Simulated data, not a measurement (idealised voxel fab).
Module name: voxel tone inversion (process module)
In the cross-section labelled cut, the width is 170 nm and each square cell is 5 nm.
Reading order for cross-sections: top band down to bottom band. Underlying form: a grid of square cells. Band size: one or more rows of cells. Within each band entry, the heights of the top and of the bottom of the band appear first, in that order and in nm; the materials of the band then follow from left to right, each with its corresponding width in nm. The designation "all across" on a single material indicates that it fills the band from edge to edge; the designation "blank" indicates empty space. Heads up on the height convention: 0 is the point under which the incoming wafer is all one material, and the lowest band has no bottom, it just keeps going down, like "0 nm and below". Width "30..40": first value at the band's top row of cells, second value at its bottom row, equal change from row to row. Basically "no change occurred" means that step didn't change any cell in the cross-section. Each empty space that has no open way to the top and spans at least 8 cells appears under "Closed voids list" as width x height at distance, the distance counted from the left edge, all in nm. Where a step's line continues beyond its settings, the continuation is a remark by the simulator itself on that step. overlay nm, on a step with a mask: how far to the right of its planned place the mask lay; to the left if negative.
**Steps in the process plan**
- 1: RECEIVE: material Si
- 2: CONFORMAL_DEP: material SiN, thk nm 5
- 3: DIRECTIONAL_DEP: material aC, thk nm 15
- 4: PATTERN: tone cover, mask id POSTS, material resist, width nm 20, pitch nm 40, thk nm 20, overlay nm 0
- 5: DIRECTIONAL_ETCH: etch materials aC, depth nm 15
- 6: STRIP: etch materials resist
- 7: FILL_DEP: material SiO2, thk nm 5
- 8: CMP: height nm 20
- 9: STRIP: etch materials aC
**Received-state cross-section, reflecting completion of step 1**
  0 nm and below | Si all across
  Closed voids list: none
**Starting wafer: above. Plan: above. Run: one mistake. Cross-section after the module: below**
  15 nm to 5 nm | SiO2: 15; blank: 20; SiO2: 20; blank: 20; SiO2: 20; blank: 20; SiO2: 20; blank: 20; SiO2: 15
  5 nm to 0 nm | SiN all across
  0 nm and below | Si all across
  Closed voids list: none
Error vs. plan: planned and actual differ for step 8; actual: CMP: height nm 15
